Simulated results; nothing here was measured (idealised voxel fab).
Herein follows the process module entitled voxel capacitor over wiring.
The cross-section on display is named cut; it measures 245 nm wide, and its cells are 5 nm squares.
Just so we're on the same page, the cross-sections are grids of square cells, and they're listed out in bands top to bottom, each band one or more rows deep. In this notation a band is specified by the heights of its top and bottom, in that order and in nm, after which its materials appear from left to right, each paired with its width in nm. The word "full width" attached to a single material means that material fills the band from edge to edge; the word "air" stands for empty space. Beneath 0, the wafer as received is one material, and that level is where height counting begins. The lowest band goes on downward without a bottom; it is written like "0 down". The two numbers in a width such as "30..40" mark its ends across the band: the first belongs to the top row of cells, the second to the bottom row, and from each row to the next the width moves by the same amount. Given "same as before" for a step, no cell of the cross-section differs between before and after that step. Enclosed cavity list: empty space of 8 cells or more with no open way to the top, each as width x height at its distance from the left edge, in nm. Where a step's line continues beyond its settings, the continuation is a remark by the simulator itself on that step. overlay nm: how far to the right of its planned place the mask lay on this masked step (negative: to the left).

The steps planned for the process are as follows
| 1 | RECEIVE [material Si] |
| 2 | CONFORMAL_DEP [material SiO2] [thk nm 10] |
| 3 | CONFORMAL_DEP [material SiN] [thk nm 5] |
| 4 | DIRECTIONAL_DEP [material SiO2] [thk nm 15] |
| 5 | PATTERN [tone open] [mask id METAL_1] [material resist] [width nm 30] [pitch nm 95] [thk nm 20] [overlay nm 0] |
| 6 | DIRECTIONAL_ETCH [etch materials SiO2] [depth nm 15] |
| 7 | DIRECTIONAL_ETCH [etch materials SiN] [depth nm 5] |
| 8 | STRIP [etch materials resist] |
| 9 | CONFORMAL_DEP [material TiN] [thk nm 5] |
| 10 | FILL_DEP [material W] [thk nm 5] |
| 11 | CMP [height nm 30] |
| 12 | EPI [material Ru] [thk nm 5] |
| 13 | FILL_DEP [material SiCN] [thk nm 5] |
| 14 | DIRECTIONAL_DEP [material lowk] [thk nm 20] |
| 15 | DIRECTIONAL_DEP [material aC] [thk nm 10] |
| 16 | PATTERN [tone open] [mask id PLUG_1] [material resist] [width nm 15] [thk nm 30] [overlay nm 0] |
| 17 | DIRECTIONAL_ETCH [etch materials aC] [depth nm 10] |
| 18 | STRIP [etch materials resist] |
| 19 | DIRECTIONAL_ETCH [etch materials lowk] [depth nm 20] |
| 20 | DIRECTIONAL_ETCH [etch materials SiCN] [depth nm 5] |
| 21 | STRIP [etch materials aC] |
| 22 | EPI [material Ru] [thk nm 10] |
| 23 | EPI [material Ru] [thk nm 10] |
| 24 | EPI [material Ru] [thk nm 5] |
| 25 | DIRECTIONAL_DEP [material TiN] [thk nm 5] |
| 26 | DIRECTIONAL_DEP [material Al2O3] [thk nm 5] |
| 27 | DIRECTIONAL_DEP [material TiN] [thk nm 5] |
| 28 | PATTERN [tone cover] [mask id UPPER_PLATE] [material resist] [width nm 70] [thk nm 20] [overlay nm 0] |
| 29 | DIRECTIONAL_ETCH [etch materials TiN] [depth nm 5] |
| 30 | DIRECTIONAL_ETCH [etch materials Al2O3] [depth nm 5] |
| 31 | STRIP [etch materials resist] |
| 32 | DIRECTIONAL_DEP [material aC] [thk nm 10] |
| 33 | PATTERN [tone cover] [mask id LOWER_PLATE] [material resist] [width nm 80] [thk nm 30] [overlay nm 0] |
| 34 | DIRECTIONAL_ETCH [etch materials aC] [depth nm 10] |
| 35 | STRIP [etch materials resist] |
| 36 | DIRECTIONAL_ETCH [etch materials TiN] [depth nm 5] |
| 37 | STRIP [etch materials aC] |
| 38 | FILL_DEP [material SiO2] [thk nm 15] |
| 39 | CMP [height nm 85] |
| 40 | PATTERN [tone open] [mask id PLUG_2] [material resist] [width nm 15] [thk nm 15] [overlay nm 0] |
| 41 | DIRECTIONAL_ETCH [etch materials SiO2] [depth nm 10] |
| 42 | STRIP [etch materials resist] |
| 43 | CONFORMAL_DEP [material TiN] [thk nm 5] |
| 44 | FILL_DEP [material Cu] [thk nm 5] |
| 45 | CMP [height nm 85] |
| 46 | CONFORMAL_DEP [material SiCN] [thk nm 5] |

On the first of the two wafers: run conducted according to plan

Wafer at receipt (post step 1), cross-section
0 down = Si full width
Enclosed cavity list: none

The wafer, seen in cross-section, after step 2
10 to 0 = SiO2 full width
Under 0: no change, same as before.

The wafer, seen in cross-section, after step 3
15 to 10 = SiN full width
Under 10: no change, same as before.

The wafer, seen in cross-section, after step 4
30 to 15 = SiO2 full width
Under 15: no change, same as before.

The wafer, seen in cross-section, after step 5
50 to 30 = resist 60 nm  air 30 nm  resist 65 nm  air 30 nm  resist 60 nm
Under 30: no change, same as before.

The wafer, seen in cross-section, after step 6
50 to 30 = resist 60 nm  air 30 nm  resist 65 nm  air 30 nm  resist 60 nm
30 to 15 = SiO2 60 nm  air 30 nm  SiO2 65 nm  air 30 nm  SiO2 60 nm
Under 15: no change, same as before.

The wafer, seen in cross-section, after step 7
50 to 30 = resist 60 nm  air 30 nm  resist 65 nm  air 30 nm  resist 60 nm
30 to 15 = SiO2 60 nm  air 30 nm  SiO2 65 nm  air 30 nm  SiO2 60 nm
15 to 10 = SiN 60 nm  air 30 nm  SiN 65 nm  air 30 nm  SiN 60 nm
Under 10: no change, same as before.

The wafer, seen in cross-section, after step 8
30 to 15 = SiO2 60 nm  air 30 nm  SiO2 65 nm  air 30 nm  SiO2 60 nm
Under 15: no change, same as before.

The wafer, seen in cross-section, after step 9
35 to 30 = TiN 65 nm  air 20 nm  TiN 75 nm  air 20 nm  TiN 65 nm
30 to 15 = SiO2 60 nm  TiN 5 nm  air 20 nm  TiN 5 nm  SiO2 65 nm  TiN 5 nm  air 20 nm  TiN 5 nm  SiO2 60 nm
15 to 10 = SiN 60 nm  TiN 30 nm  SiN 65 nm  TiN 30 nm  SiN 60 nm
Under 10: no change, same as before.

The wafer, seen in cross-section, after step 10
40 to 35 = W full width
35 to 30 = TiN 65 nm  W 20 nm  TiN 75 nm  W 20 nm  TiN 65 nm
30 to 15 = SiO2 60 nm  TiN 5 nm  W 20 nm  TiN 5 nm  SiO2 65 nm  TiN 5 nm  W 20 nm  TiN 5 nm  SiO2 60 nm
Under 15: no change, same as before.

The wafer, seen in cross-section, after step 11
30 to 15 = SiO2 60 nm  TiN 5 nm  W 20 nm  TiN 5 nm  SiO2 65 nm  TiN 5 nm  W 20 nm  TiN 5 nm  SiO2 60 nm
Under 15: no change, same as before.

The wafer, seen in cross-section, after step 12
35 to 30 = air 55 nm  Ru 40 nm  air 55 nm  Ru 40 nm  air 55 nm
Under 30: no change, same as before.

The wafer, seen in cross-section, after step 13
40 to 35 = SiCN full width
35 to 30 = SiCN 55 nm  Ru 40 nm  SiCN 55 nm  Ru 40 nm  SiCN 55 nm
Under 30: no change, same as before.

The wafer, seen in cross-section, after step 14
60 to 40 = lowk full width
Under 40: no change, same as before.

The wafer, seen in cross-section, after step 15
70 to 60 = aC full width
Under 60: no change, same as before.

The wafer, seen in cross-section, after step 16
100 to 70 = resist 75 nm  air 15 nm  resist 155 nm
Under 70: no change, same as before.

The wafer, seen in cross-section, after step 17
90 to 70 = resist 75 nm  air 15 nm  resist 155 nm
70 to 60 = aC 75 nm  air 15 nm  aC 155 nm
Under 60: no change, same as before.

The wafer, seen in cross-section, after step 18
70 to 60 = aC 75 nm  air 15 nm  aC 155 nm
Under 60: no change, same as before.

The wafer, seen in cross-section, after step 19
70 to 60 = aC 75 nm  air 15 nm  aC 155 nm
60 to 40 = lowk 75 nm  air 15 nm  lowk 155 nm
Under 40: no change, same as before.

The wafer, seen in cross-section, after step 20
70 to 60 = aC 75 nm  air 15 nm  aC 155 nm
60 to 40 = lowk 75 nm  air 15 nm  lowk 155 nm
40 to 35 = SiCN 75 nm  air 15 nm  SiCN 155 nm
Under 35: no change, same as before.

The wafer, seen in cross-section, after step 21
60 to 40 = lowk 75 nm  air 15 nm  lowk 155 nm
Under 40: no change, same as before.

The wafer, seen in cross-section, after step 22
60 to 45 = lowk 75 nm  air 15 nm  lowk 155 nm
45 to 40 = lowk 75 nm  Ru 15 nm  lowk 155 nm
40 to 35 = SiCN 75 nm  Ru 15 nm  SiCN 155 nm
Under 35: no change, same as before.

The wafer, seen in cross-section, after step 23
60 to 55 = lowk 75 nm  air 15 nm  lowk 155 nm
55 to 40 = lowk 75 nm  Ru 15 nm  lowk 155 nm
Under 40: no change, same as before.

The wafer, seen in cross-section, after step 24
60 to 40 = lowk 75 nm  Ru 15 nm  lowk 155 nm
Under 40: no change, same as before.

The wafer, seen in cross-section, after step 25
65 to 60 = TiN full width
Under 60: no change, same as before.

The wafer, seen in cross-section, after step 26
70 to 65 = Al2O3 full width
Under 65: no change, same as before.

The wafer, seen in cross-section, after step 27
75 to 70 = TiN full width
Under 70: no change, same as before.

The wafer, seen in cross-section, after step 28
95 to 75 = air 75 nm  resist 70 nm  air 100 nm
Under 75: no change, same as before.

The wafer, seen in cross-section, after step 29
95 to 75 = air 75 nm  resist 70 nm  air 100 nm
75 to 70 = air 75 nm  TiN 70 nm  air 100 nm
Under 70: no change, same as before.

The wafer, seen in cross-section, after step 30
95 to 75 = air 75 nm  resist 70 nm  air 100 nm
75 to 70 = air 75 nm  TiN 70 nm  air 100 nm
70 to 65 = air 75 nm  Al2O3 70 nm  air 100 nm
Under 65: no change, same as before.

The wafer, seen in cross-section, after step 31
75 to 70 = air 75 nm  TiN 70 nm  air 100 nm
Under 70: no change, same as before.

The wafer, seen in cross-section, after step 32
85 to 75 = air 75 nm  aC 70 nm  air 100 nm
75 to 70 = aC 75 nm  TiN 70 nm  aC 100 nm
70 to 65 = aC 75 nm  Al2O3 70 nm  aC 100 nm
Under 65: no change, same as before.

The wafer, seen in cross-section, after step 33
115 to 85 = air 70 nm  resist 80 nm  air 95 nm
85 to 75 = air 70 nm  resist 5 nm  aC 70 nm  resist 5 nm  air 95 nm
Under 75: no change, same as before.

The wafer, seen in cross-section, after step 34
105 to 85 = air 70 nm  resist 80 nm  air 95 nm
85 to 75 = air 70 nm  resist 5 nm  aC 70 nm  resist 5 nm  air 95 nm
75 to 70 = air 70 nm  aC 5 nm  TiN 70 nm  aC 5 nm  air 95 nm
70 to 65 = air 70 nm  aC 5 nm  Al2O3 70 nm  aC 5 nm  air 95 nm
Under 65: no change, same as before.

The wafer, seen in cross-section, after step 35
85 to 75 = air 75 nm  aC 70 nm  air 100 nm
Under 75: no change, same as before.

The wafer, seen in cross-section, after step 36
85 to 75 = air 75 nm  aC 70 nm  air 100 nm
75 to 70 = air 70 nm  aC 5 nm  TiN 70 nm  aC 5 nm  air 95 nm
70 to 65 = air 70 nm  aC 5 nm  Al2O3 70 nm  aC 5 nm  air 95 nm
65 to 60 = air 70 nm  TiN 80 nm  air 95 nm
Under 60: no change, same as before.

The wafer, seen in cross-section, after step 37
75 to 70 = air 75 nm  TiN 70 nm  air 100 nm
70 to 65 = air 75 nm  Al2O3 70 nm  air 100 nm
Under 65: no change, same as before.

The wafer, seen in cross-section, after step 38
90 to 75 = SiO2 full width
75 to 70 = SiO2 75 nm  TiN 70 nm  SiO2 100 nm
70 to 65 = SiO2 75 nm  Al2O3 70 nm  SiO2 100 nm
65 to 60 = SiO2 70 nm  TiN 80 nm  SiO2 95 nm
Under 60: no change, same as before.

The wafer, seen in cross-section, after step 39
85 to 75 = SiO2 full width
Under 75: no change, same as before.

The wafer, seen in cross-section, after step 40
100 to 85 = resist 85 nm  air 15 nm  resist 145 nm
Under 85: no change, same as before.

The wafer, seen in cross-section, after step 41
100 to 85 = resist 85 nm  air 15 nm  resist 145 nm
85 to 75 = SiO2 85 nm  air 15 nm  SiO2 145 nm
Under 75: no change, same as before.

The wafer, seen in cross-section, after step 42
85 to 75 = SiO2 85 nm  air 15 nm  SiO2 145 nm
Under 75: no change, same as before.

The wafer, seen in cross-section, after step 43
90 to 85 = TiN 90 nm  air 5 nm  TiN 150 nm
85 to 80 = SiO2 85 nm  TiN 5 nm  air 5 nm  TiN 5 nm  SiO2 145 nm
80 to 70 = SiO2 85..75 nm  TiN 15..70 nm  SiO2 145..100 nm
Under 70: no change, same as before.

The wafer, seen in cross-section, after step 44
95 to 90 = Cu full width
90 to 85 = TiN 90 nm  Cu 5 nm  TiN 150 nm
85 to 80 = SiO2 85 nm  TiN 5 nm  Cu 5 nm  TiN 5 nm  SiO2 145 nm
Under 80: no change, same as before.

The wafer, seen in cross-section, after step 45
85 to 80 = SiO2 85 nm  TiN 5 nm  Cu 5 nm  TiN 5 nm  SiO2 145 nm
Under 80: no change, same as before.

The wafer, seen in cross-section, after step 46
90 to 85 = SiCN full width
Under 85: no change, same as before.

Okay, second wafer. Nothing different at the start, nothing different in the plan, just one mistake somewhere in the running. As far as step 13, counting that step, it's the first wafer all over again

Cross-section: second wafer, time at which step 14 was scheduled to end
80 to 40 = lowk full width
Under 40: no change, same as before.

Cross-section: second wafer, time at which step 15 was scheduled to end
90 to 80 = aC full width
Under 80: no change, same as before.

Cross-section: second wafer, time at which step 16 was scheduled to end
120 to 90 = resist 75 nm  air 15 nm  resist 155 nm
Under 90: no change, same as before.

Cross-section: second wafer, time at which step 17 was scheduled to end
110 to 90 = resist 75 nm  air 15 nm  resist 155 nm
90 to 80 = aC 75 nm  air 15 nm  aC 155 nm
Under 80: no change, same as before.

Cross-section: second wafer, time at which step 18 was scheduled to end
90 to 80 = aC 75 nm  air 15 nm  aC 155 nm
Under 80: no change, same as before.

Cross-section: second wafer, time at which step 19 was scheduled to end
90 to 80 = aC 75 nm  air 15 nm  aC 155 nm
80 to 60 = lowk 75 nm  air 15 nm  lowk 155 nm
Under 60: no change, same as before.

Cross-section: second wafer, time at which step 20 was scheduled to end: same as before

Cross-section: second wafer, time at which step 21 was scheduled to end
80 to 60 = lowk 75 nm  air 15 nm  lowk 155 nm
Under 60: no change, same as before.

Cross-section: second wafer, time at which step 22 was scheduled to end: same as before

Cross-section: second wafer, time at which step 23 was scheduled to end: same as before

Cross-section: second wafer, time at which step 24 was scheduled to end: same as before

Cross-section: second wafer, time at which step 25 was scheduled to end
85 to 80 = TiN 75 nm  air 15 nm  TiN 155 nm
80 to 65 = lowk 75 nm  air 15 nm  lowk 155 nm
65 to 60 = lowk 75 nm  TiN 15 nm  lowk 155 nm
Under 60: no change, same as before.

Cross-section: second wafer, time at which step 26 was scheduled to end
90 to 85 = Al2O3 75 nm  air 15 nm  Al2O3 155 nm
85 to 80 = TiN 75 nm  air 15 nm  TiN 155 nm
80 to 70 = lowk 75 nm  air 15 nm  lowk 155 nm
70 to 65 = lowk 75 nm  Al2O3 15 nm  lowk 155 nm
Under 65: no change, same as before.

Cross-section: second wafer, time at which step 27 was scheduled to end
95 to 90 = TiN 75 nm  air 15 nm  TiN 155 nm
90 to 85 = Al2O3 75 nm  air 15 nm  Al2O3 155 nm
85 to 80 = TiN 75 nm  air 15 nm  TiN 155 nm
80 to 75 = lowk 75 nm  air 15 nm  lowk 155 nm
75 to 70 = lowk 75 nm  TiN 15 nm  lowk 155 nm
Under 70: no change, same as before.

Cross-section: second wafer, time at which step 28 was scheduled to end
115 to 95 = air 75 nm  resist 70 nm  air 100 nm
95 to 90 = TiN 75 nm  resist 15 nm  TiN 155 nm
90 to 85 = Al2O3 75 nm  resist 15 nm  Al2O3 155 nm
85 to 80 = TiN 75 nm  resist 15 nm  TiN 155 nm
80 to 75 = lowk 75 nm  resist 15 nm  lowk 155 nm
Under 75: no change, same as before.

Cross-section: second wafer, time at which step 29 was scheduled to end
115 to 95 = air 75 nm  resist 70 nm  air 100 nm
95 to 90 = air 75 nm  resist 15 nm  TiN 55 nm  air 100 nm
Under 90: no change, same as before.

Cross-section: second wafer, time at which step 30 was scheduled to end
115 to 95 = air 75 nm  resist 70 nm  air 100 nm
95 to 90 = air 75 nm  resist 15 nm  TiN 55 nm  air 100 nm
90 to 85 = air 75 nm  resist 15 nm  Al2O3 55 nm  air 100 nm
Under 85: no change, same as before.

Cross-section: second wafer, time at which step 31 was scheduled to end
95 to 90 = air 90 nm  TiN 55 nm  air 100 nm
90 to 85 = air 90 nm  Al2O3 55 nm  air 100 nm
85 to 80 = TiN 75 nm  air 15 nm  TiN 155 nm
80 to 75 = lowk 75 nm  air 15 nm  lowk 155 nm
Under 75: no change, same as before.

Cross-section: second wafer, time at which step 32 was scheduled to end
105 to 95 = air 90 nm  aC 55 nm  air 100 nm
95 to 90 = aC 75 nm  air 15 nm  TiN 55 nm  aC 100 nm
90 to 85 = aC 75 nm  air 15 nm  Al2O3 55 nm  aC 100 nm
85 to 80 = TiN 75 nm  aC 15 nm  TiN 155 nm
80 to 75 = lowk 75 nm  aC 15 nm  lowk 155 nm
Under 75: no change, same as before.

Cross-section: second wafer, time at which step 33 was scheduled to end
135 to 105 = air 70 nm  resist 80 nm  air 95 nm
105 to 95 = air 70 nm  resist 20 nm  aC 55 nm  resist 5 nm  air 95 nm
95 to 90 = aC 75 nm  resist 15 nm  TiN 55 nm  aC 100 nm
90 to 85 = aC 75 nm  resist 15 nm  Al2O3 55 nm  aC 100 nm
Under 85: no change, same as before.

Cross-section: second wafer, time at which step 34 was scheduled to end
125 to 105 = air 70 nm  resist 80 nm  air 95 nm
105 to 95 = air 70 nm  resist 20 nm  aC 55 nm  resist 5 nm  air 95 nm
95 to 90 = air 70 nm  aC 5 nm  resist 15 nm  TiN 55 nm  aC 5 nm  air 95 nm
90 to 85 = air 70 nm  aC 5 nm  resist 15 nm  Al2O3 55 nm  aC 5 nm  air 95 nm
Under 85: no change, same as before.

Cross-section: second wafer, time at which step 35 was scheduled to end
105 to 95 = air 90 nm  aC 55 nm  air 100 nm
95 to 90 = air 70 nm  aC 5 nm  air 15 nm  TiN 55 nm  aC 5 nm  air 95 nm
90 to 85 = air 70 nm  aC 5 nm  air 15 nm  Al2O3 55 nm  aC 5 nm  air 95 nm
Under 85: no change, same as before.

Cross-section: second wafer, time at which step 36 was scheduled to end
105 to 95 = air 90 nm  aC 55 nm  air 100 nm
95 to 90 = air 70 nm  aC 5 nm  air 15 nm  TiN 55 nm  aC 5 nm  air 95 nm
90 to 85 = air 70 nm  aC 5 nm  air 15 nm  Al2O3 55 nm  aC 5 nm  air 95 nm
85 to 80 = air 70 nm  TiN 5 nm  aC 15 nm  TiN 60 nm  air 95 nm
Under 80: no change, same as before.

Cross-section: second wafer, time at which step 37 was scheduled to end
95 to 90 = air 90 nm  TiN 55 nm  air 100 nm
90 to 85 = air 90 nm  Al2O3 55 nm  air 100 nm
85 to 80 = air 70 nm  TiN 5 nm  air 15 nm  TiN 60 nm  air 95 nm
80 to 75 = lowk 75 nm  air 15 nm  lowk 155 nm
Under 75: no change, same as before.

Cross-section: second wafer, time at which step 38 was scheduled to end
110 to 95 = SiO2 full width
95 to 90 = SiO2 90 nm  TiN 55 nm  SiO2 100 nm
90 to 85 = SiO2 90 nm  Al2O3 55 nm  SiO2 100 nm
85 to 80 = SiO2 70 nm  TiN 5 nm  SiO2 15 nm  TiN 60 nm  SiO2 95 nm
80 to 75 = lowk 75 nm  SiO2 15 nm  lowk 155 nm
Under 75: no change, same as before.

Cross-section: second wafer, time at which step 39 was scheduled to end
85 to 80 = SiO2 70 nm  TiN 5 nm  SiO2 15 nm  TiN 60 nm  SiO2 95 nm
Under 80: no change, same as before.

Cross-section: second wafer, time at which step 40 was scheduled to end
100 to 85 = resist 85 nm  air 15 nm  resist 145 nm
Under 85: no change, same as before.

Cross-section: second wafer, time at which step 41 was scheduled to end
100 to 85 = resist 85 nm  air 15 nm  resist 145 nm
85 to 80 = SiO2 70 nm  TiN 5 nm  SiO2 10 nm  air 5 nm  TiN 60 nm  SiO2 95 nm
80 to 75 = lowk 75 nm  SiO2 10 nm  air 5 nm  lowk 155 nm
Under 75: no change, same as before.

Cross-section: second wafer, time at which step 42 was scheduled to end
85 to 80 = SiO2 70 nm  TiN 5 nm  SiO2 10 nm  air 5 nm  TiN 60 nm  SiO2 95 nm
Under 80: no change, same as before.

Cross-section: second wafer, time at which step 43 was scheduled to end
90 to 85 = TiN full width
85 to 80 = SiO2 70 nm  TiN 5 nm  SiO2 10 nm  TiN 65 nm  SiO2 95 nm
80 to 75 = lowk 75 nm  SiO2 10 nm  TiN 5 nm  lowk 155 nm
Under 75: no change, same as before.

Cross-section: second wafer, time at which step 44 was scheduled to end
95 to 90 = Cu full width
Under 90: no change, same as before.

Cross-section: second wafer, time at which step 45 was scheduled to end
85 to 80 = SiO2 70 nm  TiN 5 nm  SiO2 10 nm  TiN 65 nm  SiO2 95 nm
Under 80: no change, same as before.

Cross-section: second wafer, time at which step 46 was scheduled to end
90 to 85 = SiCN full width
Under 85: no change, same as before.
Plan not followed: step 14 of the plan was performed twice
The second wafer ends with more or fewer cells of some materials than the first, per final count: Al2O3 -11, Cu -1, Ru -15, SiCN +3, SiO2 -158, TiN -14, lowk +196
